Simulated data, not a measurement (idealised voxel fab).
Name of the process module below: voxel self aligned vias
In the cross-section labelled cut, the width is 260 nm and each square cell is 5 nm.
How to read a cross-section here: the picture is a grid of square cells, written as bands going from the top down, and any band can span one or more rows of cells.
Per band: top height and bottom height in nm, followed by the left-to-right materials and their widths in nm; "everywhere" marks a single material spanning edge to edge, "blank" marks empty space.
All heights in this document are referenced to 0, defined as the level beneath which the wafer, as received, consists entirely of one material. The lowest band is not bounded below; it extends indefinitely downward and is written in the form "0 and below".
The width entry "30->40" should be interpreted row by row: the top row of cells in the band takes the first number, the bottom row takes the second number, and the change between adjacent rows is uniform throughout.
Where the words "nothing changed" appear for a step, the cross-section shows no cell changed by that step; every cell remained as before.
"Fully sealed cavities" - sealed voids, min. 8 cells, no opening to top; format: width x height at distance (distance from left edge; nm throughout).
The remark found on a step's line after its settings is issued by the simulator itself and pertains to that step.
overlay nm: mask right of planned place by this much (step with mask). Neg. = left.
Steps in the process plan:
1. RECEIVE: material Si
2. CONFORMAL_DEP: material SiO2, thk nm 15
3. CONFORMAL_DEP: material SiCN, thk nm 5
4. DIRECTIONAL_DEP: material SiO2, thk nm 30
5. PATTERN: tone open, mask id LINES, material resist, width nm 30, pitch nm 60, thk nm 20, overlay nm 0
6. DIRECTIONAL_ETCH: etch materials SiO2, depth nm 30
7. STRIP: etch materials resist
8. CONFORMAL_DEP: material TiN, thk nm 5
9. FILL_DEP: material Ru, thk nm 10
10. CMP: height nm 50
11. SELECTIVE_ETCH: etch materials W Ru TiN, depth nm 5
12. FILL_DEP: material SiN, thk nm 10
13. CMP: height nm 50
14. DIRECTIONAL_DEP: material SiO2, thk nm 15
15. MASKED_ETCH: tone open, mask id VIAS, width nm 40, pitch nm 60, etch materials SiO2, depth nm 15, overlay nm 0
16. MASKED_ETCH: tone open, mask id VIAS, width nm 40, pitch nm 60, etch materials SiN, depth nm 5, overlay nm 0
17. CONFORMAL_DEP: material TiN, thk nm 5
18. FILL_DEP: material W, thk nm 10
19. CMP: height nm 65
20. CONFORMAL_DEP: material SiCN, thk nm 5
Cross-section of the incoming wafer, state after step 1:
0 and below | Si everywhere
Fully sealed cavities: none
First of two wafers: cross-section at end of module, run per plan:
70 down to 65 | SiCN everywhere
65 down to 55 | 50 nm SiO2; 5 nm TiN; 30 nm W; 5 nm TiN; 20 nm SiO2; 5 nm TiN; 30 nm W; 5 nm TiN; 20 nm SiO2; 5 nm TiN; 30 nm W; 5 nm TiN; 50 nm SiO2
55 down to 50 | 50 nm SiO2; 10 nm TiN; 20 nm W; 10 nm TiN; 20 nm SiO2; 10 nm TiN; 20 nm W; 10 nm TiN; 20 nm SiO2; 10 nm TiN; 20 nm W; 10 nm TiN; 50 nm SiO2
50 down to 45 | 55 nm SiO2; 30 nm TiN; 30 nm SiO2; 30 nm TiN; 30 nm SiO2; 30 nm TiN; 55 nm SiO2
45 down to 25 | 55 nm SiO2; 5 nm TiN; 20 nm Ru; 5 nm TiN; 30 nm SiO2; 5 nm TiN; 20 nm Ru; 5 nm TiN; 30 nm SiO2; 5 nm TiN; 20 nm Ru; 5 nm TiN; 55 nm SiO2
25 down to 20 | 55 nm SiO2; 30 nm TiN; 30 nm SiO2; 30 nm TiN; 30 nm SiO2; 30 nm TiN; 55 nm SiO2
20 down to 15 | SiCN everywhere
15 down to 0 | SiO2 everywhere
0 and below | Si everywhere
Fully sealed cavities: none
End of module, second wafer, cross-section. Started like the first, planned like the first, run with one mistake:
65 down to 60 | SiCN everywhere
60 down to 50 | 50 nm SiO2; 5->10 nm TiN; 30->20 nm W; 5->10 nm TiN; 20 nm SiO2; 5->10 nm TiN; 30->20 nm W; 5->10 nm TiN; 20 nm SiO2; 5->10 nm TiN; 30->20 nm W; 5->10 nm TiN; 50 nm SiO2
50 down to 45 | 55 nm SiO2; 30 nm TiN; 30 nm SiO2; 30 nm TiN; 30 nm SiO2; 30 nm TiN; 55 nm SiO2
45 down to 25 | 55 nm SiO2; 5 nm TiN; 20 nm Ru; 5 nm TiN; 30 nm SiO2; 5 nm TiN; 20 nm Ru; 5 nm TiN; 30 nm SiO2; 5 nm TiN; 20 nm Ru; 5 nm TiN; 55 nm SiO2
25 down to 20 | 55 nm SiO2; 30 nm TiN; 30 nm SiO2; 30 nm TiN; 30 nm SiO2; 30 nm TiN; 55 nm SiO2
20 down to 15 | SiCN everywhere
15 down to 0 | SiO2 everywhere
0 and below | Si everywhere
Fully sealed cavities: none
Deviation noted in wafer processing: in deviation from the planned setting, step 19 was conducted as CMP: height nm 60
The second wafer ends with more or fewer cells of some materials than the first, per final count: SiO2 -28; TiN -6; W -18
